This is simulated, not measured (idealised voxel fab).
voxel self aligned contacts: a process module
In the cross-section labelled cut, the width is 145 nm and each square cell is 5 nm.
Cross-section = grid of square cells, listed top down in bands; band = one or more rows.
What a band's entry tells you: where the top is and where the bottom is, as heights in nm, and after that what lies inside, material by material from left to right, each with its width in nm. Empty space is written as the word "empty", and a single material marked with the word "edge to edge" occupies the band from edge to edge.
The level at which height equals 0 is the one under which the wafer, as it arrives, is entirely one material. No lower edge exists for the bottom band, which continues downward and is notated as in "z 0 and below".
Note: "30->40" means the width goes from the first number (top row of the band) to the second number (bottom row) in equal steps per row of cells.
"remained unchanged" means the step left every cell of the cross-section as it was.
Basically, "Internal closed voids" tells you about the enclosed voids: empty spaces with no open way to the top, 8 cells or bigger, each written width x height at distance, where distance is from the left edge, all in nm.
Read whatever lies past the settings on a step's line as the simulator's own remark about the step.
The setting "overlay nm" may be written on the line of a step. When the step uses a mask, the value reports how far to the right of the planned place the mask lay, and a negative value reports that it lay to the left.
SET OUT BELOW ARE THE PLANNED STEPS OF THE PROCESS
1,RECEIVE,material Si
2,CONFORMAL_DEP,material SiO2,thk nm 5
3,DIRECTIONAL_DEP,material polySi,thk nm 30
4,DIRECTIONAL_DEP,material SiN,thk nm 20
5,DIRECTIONAL_DEP,material aC,thk nm 15
6,PATTERN,tone cover,mask id GATE,material resist,width nm 30,pitch nm 55,thk nm 30,overlay nm 0
7,DIRECTIONAL_ETCH,etch materials aC,depth nm 15
8,STRIP,etch materials resist
9,DIRECTIONAL_ETCH,etch materials SiN,depth nm 20
10,DIRECTIONAL_ETCH,etch materials polySi,depth nm 30
11,STRIP,etch materials aC
12,CONFORMAL_DEP,material SiN,thk nm 5
13,DIRECTIONAL_ETCH,etch materials SiN,depth nm 5
14,FILL_DEP,material SiO2,thk nm 10
15,CMP,height nm 60
16,MASKED_ETCH,tone open,mask id CONTACT,width nm 35,etch materials SiO2,depth nm 60,overlay nm 0
17,CONFORMAL_DEP,material TiN,thk nm 5
18,FILL_DEP,material W,thk nm 10
19,CMP,height nm 60
20,CONFORMAL_DEP,material SiN,thk nm 5
HERE'S WHAT THE WAFER LOOKED LIKE IN CROSS-SECTION WHEN IT ARRIVED - THAT'S AFTER STEP 1
    z 0 and below = Si edge to edge
    Internal closed voids: none
A WAFER AT THE END: THIS START, THIS PLAN, ONE MISTAKE
    z 65 to 60 = SiN edge to edge
    z 60 to 55 = 55 of SiO2  15 of TiN  5 of W  15 of TiN  55 of SiO2
    z 55 to 35 = 25 of SiO2  40 of SiN  5 of TiN  5 of W  5 of TiN  40 of SiN  25 of SiO2
    z 35 to 15 = 25 of SiO2  5 of SiN  30 of polySi  5 of SiN  5 of TiN  5 of W  5 of TiN  5 of SiN  30 of polySi  5 of SiN  25 of SiO2
    z 15 to 10 = 25 of SiO2  5 of SiN  30 of polySi  5 of SiN  15 of TiN  5 of SiN  30 of polySi  5 of SiN  25 of SiO2
    z 10 to 5 = 30 of SiN  30 of polySi  25 of SiN  30 of polySi  30 of SiN
    z 5 to 0 = SiO2 edge to edge
    z 0 and below = Si edge to edge
    Internal closed voids: none
Where did the run depart from the plan? ran 12 and 13 in swapped order versus the plan
